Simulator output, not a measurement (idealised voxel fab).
Process module under the name voxel self aligned contacts
Cross-section cut spans 265 nm and uses square cells 5 nm in size.
Reading order for cross-sections: top band down to bottom band. Underlying form: a grid of square cells. Band size: one or more rows of cells.
Band entry format. Leading values: height of top, height of bottom, nm. Remainder: materials in left-to-right order, each with its width in nm. Special words: "edge to edge" on a single material, which then fills the band edge to edge; "air", empty space.
Heights are reckoned from 0. Under this level, the received wafer is all of one material. The bottommost band is open-ended downward, for example "0..down".
So if you see something like "30->40" for the width, read it as the top row of the band sitting at the first number and the bottom row at the second, with every row in between moving by the same amount as the last.
"remains unaltered", as given for a step, is the statement that not any cell of the cross-section underwent a change during that step.
Heads up: "Closed voids list" only lists the empty pockets with no open path to the top that are 8 cells or more, and it writes them as width x height at distance, distance from the left edge, in nm.
On a step's line, text after the settings is the simulator commenting on that step.
Each step line may optionally specify "overlay nm", which for a step with a mask gives the rightward distance between the mask's planned place and where it lay, a negative value indicating the leftward direction.

**Set out below are the planned steps of the process**
1) RECEIVE (material Si)
2) OXIDIZE (depth nm 5)
3) DIRECTIONAL_DEP (material polySi; thk nm 20)
4) DIRECTIONAL_DEP (material SiN; thk nm 15)
5) PATTERN (tone cover; mask id GATE; material resist; width nm 35; pitch nm 70; thk nm 20; overlay nm 0)
6) DIRECTIONAL_ETCH (etch materials SiN; depth nm 15)
7) DIRECTIONAL_ETCH (etch materials polySi; depth nm 20)
8) STRIP (etch materials resist)
9) CONFORMAL_DEP (material SiN; thk nm 5)
10) DIRECTIONAL_ETCH (etch materials SiN; depth nm 5)
11) FILL_DEP (material SiO2; thk nm 15)
12) CMP (height nm 40)
13) PATTERN (tone open; mask id CONTACT; material resist; width nm 45; thk nm 15; overlay nm 0)
14) DIRECTIONAL_ETCH (etch materials SiO2; depth nm 45)
15) STRIP (etch materials resist)
16) CONFORMAL_DEP (material TiN; thk nm 5)
17) FILL_DEP (material Ru; thk nm 5)
18) CMP (height nm 40)
19) CONFORMAL_DEP (material SiN; thk nm 5)

**Cross-section, incoming material, after step 1**
  0..down = Si edge to edge
  Closed voids list: none

**Cross-sectional image of the first of two wafers at the end of the module, the run having proceeded as planned**
  45..40 = SiN edge to edge
  40..35 = 110 SiO2 / 15 TiN / 15 Ru / 15 TiN / 110 SiO2
  35..20 = 75 SiO2 / 45 SiN / 5 TiN / 15 Ru / 5 TiN / 45 SiN / 75 SiO2
  20..0 = 75 SiO2 / 5 SiN / 35 polySi / 5 SiN / 5 TiN / 15 Ru / 5 TiN / 5 SiN / 35 polySi / 5 SiN / 75 SiO2
  0..-5 = 120 SiO2 / 25 TiN / 120 SiO2
  -5..down = Si edge to edge
  Closed voids list: none

**Wafer two (of two), end-of-module cross-section: start = wafer one, plan = wafer one, one run mistake**
  45..40 = SiN edge to edge
  40..35 = 115 SiO2 / 10 TiN / 15 Ru / 10 TiN / 115 SiO2
  35..20 = 75 SiO2 / 45 SiN / 5 TiN / 15 Ru / 5 TiN / 45 SiN / 75 SiO2
  20..0 = 75 SiO2 / 5 SiN / 35 polySi / 5 SiN / 5 TiN / 15 Ru / 5 TiN / 5 SiN / 35 polySi / 5 SiN / 75 SiO2
  0..-5 = 120 SiO2 / 25 TiN / 120 SiO2
  -5..down = Si edge to edge
  Closed voids list: none
Short version of what went wrong: the process deviated at step 13: the operation and settings actually run there were PATTERN (tone open; mask id CONTACT; material resist; width nm 35; thk nm 15; overlay nm 0)
Final cells, second wafer relative to first, materials higher or lower: 2 more of SiO2 | 2 fewer of TiN
